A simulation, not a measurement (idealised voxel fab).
The name of this process module is voxel plated lines.
Cross-section cut: width 155 nm, square cells of 5 nm.
How to read a cross-section here: the picture is a grid of square cells, written as bands going from the top down, and any band can span one or more rows of cells. Look at the band entry: it leads with the top's height and the bottom's height in nm. Then it lists the materials left to right, with a width in nm for each. The word "full width" on a single material says that material fills the band edge to edge. The word "empty" is empty space. Counting heights begins at 0, where everything beneath is, in the wafer as received, one material. The lowest band has no bottom; it goes on downwards, as "0..down" shows. You'd read "30->40" like this: the band's top row of cells is as wide as the first number, its bottom row is as wide as the second, and going down, every row changes width by the same amount as the row before did. Key: "no alteration" - step with no changed cell in the cross-section. Closed empty spaces (no open way to the top) of 8 cells or more are what "closed voids" lists, each as width x height at distance from the left edge, nm for all three. Whatever follows a step's settings on its line is a remark the simulator itself makes about that step. The "overlay nm" setting may appear on a step's line; for a step that uses a mask, it gives how far to the right of its planned position the mask lay, and a negative value indicates the left.
### Planned step list for the process
- 1: op RECEIVE | material Si
- 2: op CONFORMAL_DEP | material Al2O3 | thk nm 15
- 3: op DIRECTIONAL_DEP | material TiN | thk nm 5
- 4: op PATTERN | tone open | mask id LINES | material resist | width nm 15 | pitch nm 30 | thk nm 40 | overlay nm 0
- 5: op EPI | material Ru | thk nm 10
- 6: op EPI | material Ru | thk nm 5
- 7: op EPI | material Ru | thk nm 5
- 8: op STRIP | etch materials resist
- 9: op DIRECTIONAL_ETCH | etch materials TiN | depth nm 5
- 10: op CONFORMAL_DEP | material SiO2 | thk nm 10
### Cross-section of the wafer at receipt, which is the condition after step 1
> 0..down | Si full width
> closed voids: none
### Figure: cross-sectional view of the wafer upon completion of the module, processed from the initial state and according to the plan depicted above, with one error introduced during execution
> 50..40 | SiO2 full width
> 40..20 | 55 Ru | 15 SiO2 | 15 Ru | 15 SiO2 | 55 Ru
> 20..15 | 55 TiN | 15 SiO2 | 15 TiN | 15 SiO2 | 55 TiN
> 15..0 | Al2O3 full width
> 0..down | Si full width
> closed voids: none
Heads up, the wafer didn't run the way we planned it: it should be noted that step 4 was executed with settings other than those planned, the operation and settings actually applied being op PATTERN | tone cover | mask id LINES | material resist | width nm 15 | pitch nm 30 | thk nm 40 | overlay nm 0
